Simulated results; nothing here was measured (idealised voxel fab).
process module | voxel spacer lines
cross-section cut | 180 nm wide | cells 5 nm
A cross-section is a grid of square cells, given in bands from the top down. A band is one or more rows of cells.
Each band's line starts with the height of the band's top and of its bottom, in nm. Then come its materials from left to right, each with its width in nm. One material with "throughout" fills the band from edge to edge. "air" is empty space.
Height 0 is the level under which the wafer as received is all one material. The lowest band goes on downwards, as in "0 down".
A width such as "30 to 40" changes by the same amount from each row of cells to the next, from the band's top row to its bottom row.
"no change" after a step means that no cell of the cross-section changed.
closed voids: empty space of 8 cells or more with no open way to the top, each as width x height at its distance from the left edge, in nm
after a step's settings: what the simulator itself notes on the step
overlay nm, on a step with a mask: how far to the right of its planned place the mask lay; to the left if negative
plan
1 op RECEIVE | material Si
2 op CONFORMAL_DEP | material Al2O3 | thk nm 5
3 op DIRECTIONAL_DEP | material TiN | thk nm 15
4 op DIRECTIONAL_DEP | material polySi | thk nm 25
5 op PATTERN | tone cover | mask id MANDREL | material resist | width nm 25 | pitch nm 80 | thk nm 30 | overlay nm 0
6 op DIRECTIONAL_ETCH | etch materials polySi | depth nm 25
7 op STRIP | etch materials resist
8 op CONFORMAL_DEP | material SiO2 | thk nm 5
9 op DIRECTIONAL_ETCH | etch materials SiO2 | depth nm 15
10 op STRIP | etch materials polySi
11 op DIRECTIONAL_ETCH | etch materials TiN | depth nm 15
12 op STRIP | etch materials SiO2
varied across the wafers: thk nm of step 8. The plan shows the first wafer's value. All wafers start alike
first wafer as received, after step 1
  0 down: Si throughout
  closed voids: none
each wafer at the end: cells of each material gained (+) or lost (-) since it was received, then its closed voids
thk nm 5 | +36 Al2O3 | +12 TiN | closed voids: none
thk nm 10 | +36 Al2O3 | +24 TiN | closed voids: none
thk nm 15 | +36 Al2O3 | +36 TiN | closed voids: none
thk nm 20 | +36 Al2O3 | +108 TiN | +50 polySi | closed voids: none
thk nm 25 | +36 Al2O3 | +108 TiN | +50 polySi | closed voids: none
thk nm 30 | +36 Al2O3 | +108 TiN | +50 polySi | closed voids: none
